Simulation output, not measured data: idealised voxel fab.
A process module follows: voxel released beams.
Each square cell in cross-section cut measures 5 nm, and the section as a whole is 170 nm wide.
In what follows, cross-sections appear as grids of square cells, described through bands that run from the top down, where every band is one or more rows of cells. Each band's line starts with the height of the band's top and of its bottom, in nm. Then come its materials from left to right, each with its width in nm. One material with "full width" fills the band from edge to edge. "blank" is empty space. We count height from 0. Below that, the starting wafer is all one material. The lowest band never ends at the bottom but goes on down; see "0 down" for how that is written. Width: "30 to 40" (first number = top row, second number = bottom row, same change from row to row of cells). The cross-section has no changed cell in any step marked "nothing different". "Voids, enclosed" means: voids of 8 cells or more that are shut off from the top with no open way through. Written width x height at distance, distance from the left edge, in nm. On a step's line, text after the settings is the simulator commenting on that step. "overlay nm", when on a step's line for a step with a mask, measures how far to the right of its planned place the mask lay; a negative measure means to the left.
-- plan
1 RECEIVE: material Si
2 CONFORMAL_DEP: material SiN, thk nm 5
3 DIRECTIONAL_DEP: material SiO2, thk nm 10
4 DIRECTIONAL_DEP: material aC, thk nm 10
5 PATTERN: tone open, mask id ANCHOR, material resist, width nm 25, thk nm 25, overlay nm 0
6 DIRECTIONAL_ETCH: etch materials aC, depth nm 10
7 STRIP: etch materials resist
8 DIRECTIONAL_ETCH: etch materials SiO2, depth nm 10
9 STRIP: etch materials aC
10 CONFORMAL_DEP: material TiN, thk nm 10
11 DIRECTIONAL_DEP: material aC, thk nm 15
12 PATTERN: tone cover, mask id BEAM, material resist, width nm 85, thk nm 35, overlay nm 0
13 DIRECTIONAL_ETCH: etch materials aC, depth nm 15
14 STRIP: etch materials resist
15 DIRECTIONAL_ETCH: etch materials TiN, depth nm 10
16 STRIP: etch materials aC
17 STRIP: etch materials SiO2
-- First of two wafers, processed according to plan
-- Shown in cross-section is the wafer as received, that is, as it stands after step 1
> 0 down | Si full width
> Voids, enclosed: none
-- Sectional view: wafer, after step 2
> 5 to 0 | SiN full width
> Below 0, no change.
-- Sectional view: wafer, after step 3
> 15 to 5 | SiO2 full width
> Below 5, no change.
-- Sectional view: wafer, after step 4
> 25 to 15 | aC full width
> Below 15, no change.
-- Sectional view: wafer, after step 5
> 50 to 25 | resist=45 | blank=25 | resist=100
> Below 25, no change.
-- Sectional view: wafer, after step 6
> 40 to 25 | resist=45 | blank=25 | resist=100
> 25 to 15 | aC=45 | blank=25 | aC=100
> Below 15, no change.
-- Sectional view: wafer, after step 7
> 25 to 15 | aC=45 | blank=25 | aC=100
> Below 15, no change.
-- Sectional view: wafer, after step 8
> 25 to 15 | aC=45 | blank=25 | aC=100
> 15 to 5 | SiO2=45 | blank=25 | SiO2=100
> Below 5, no change.
-- Sectional view: wafer, after step 9
> 15 to 5 | SiO2=45 | blank=25 | SiO2=100
> Below 5, no change.
-- Sectional view: wafer, after step 10
> 25 to 15 | TiN=55 | blank=5 | TiN=110
> 15 to 5 | SiO2=45 | TiN=25 | SiO2=100
> Below 5, no change.
-- Sectional view: wafer, after step 11
> 40 to 30 | aC=55 | blank=5 | aC=110
> 30 to 25 | aC full width
> 25 to 15 | TiN=55 | aC=5 | TiN=110
> Below 15, no change.
-- Sectional view: wafer, after step 12
> 75 to 40 | blank=40 | resist=85 | blank=45
> 40 to 30 | aC=55 | resist=5 | aC=110
> Below 30, no change.
-- Sectional view: wafer, after step 13
> 60 to 40 | blank=40 | resist=85 | blank=45
> 40 to 30 | blank=40 | aC=15 | resist=5 | aC=65 | blank=45
> 30 to 25 | blank=40 | aC=85 | blank=45
> Below 25, no change.
-- Sectional view: wafer, after step 14
> 40 to 30 | blank=40 | aC=15 | blank=5 | aC=65 | blank=45
> Below 30, no change.
-- Sectional view: wafer, after step 15
> 40 to 30 | blank=40 | aC=15 | blank=5 | aC=65 | blank=45
> 30 to 25 | blank=40 | aC=85 | blank=45
> 25 to 15 | blank=40 | TiN=15 | aC=5 | TiN=65 | blank=45
> Below 15, no change.
-- Sectional view: wafer, after step 16
> 25 to 15 | blank=40 | TiN=15 | blank=5 | TiN=65 | blank=45
> Below 15, no change.
-- Sectional view: wafer, after step 17
> 25 to 15 | blank=40 | TiN=15 | blank=5 | TiN=65 | blank=45
> 15 to 5 | blank=45 | TiN=25 | blank=100
> Below 5, no change.
-- Second Wafer (Identical Start and Plan, One Processing Error; Matches First Wafer Through Step 10)
-- Cross-section of the second wafer corresponding to the planned conclusion of step 11
> 40 to 30 | SiN=55 | blank=5 | SiN=110
> 30 to 25 | SiN full width
> 25 to 15 | TiN=55 | SiN=5 | TiN=110
> Below 15, no change.
-- Cross-section of the second wafer corresponding to the planned conclusion of step 12
> 75 to 40 | blank=40 | resist=85 | blank=45
> 40 to 30 | SiN=55 | resist=5 | SiN=110
> Below 30, no change.
-- Cross-section of the second wafer corresponding to the planned conclusion of step 13
> 60 to 40 | blank=40 | resist=85 | blank=45
> Below 40, no change.
-- Cross-section of the second wafer corresponding to the planned conclusion of step 14
> 40 to 30 | SiN=55 | blank=5 | SiN=110
> Below 30, no change.
Cross-section of the second wafer corresponding to the planned conclusion of step 15: nothing different
Cross-section of the second wafer corresponding to the planned conclusion of step 16: nothing different
Cross-section of the second wafer corresponding to the planned conclusion of step 17: nothing different
what went wrong: step 11 ran differently from the plan; actual operation with settings: DIRECTIONAL_DEP: material SiN, thk nm 15
Final comparison by cell count, materials where the second wafer has more or fewer than the first: SiN +102, SiO2 +58, TiN +34
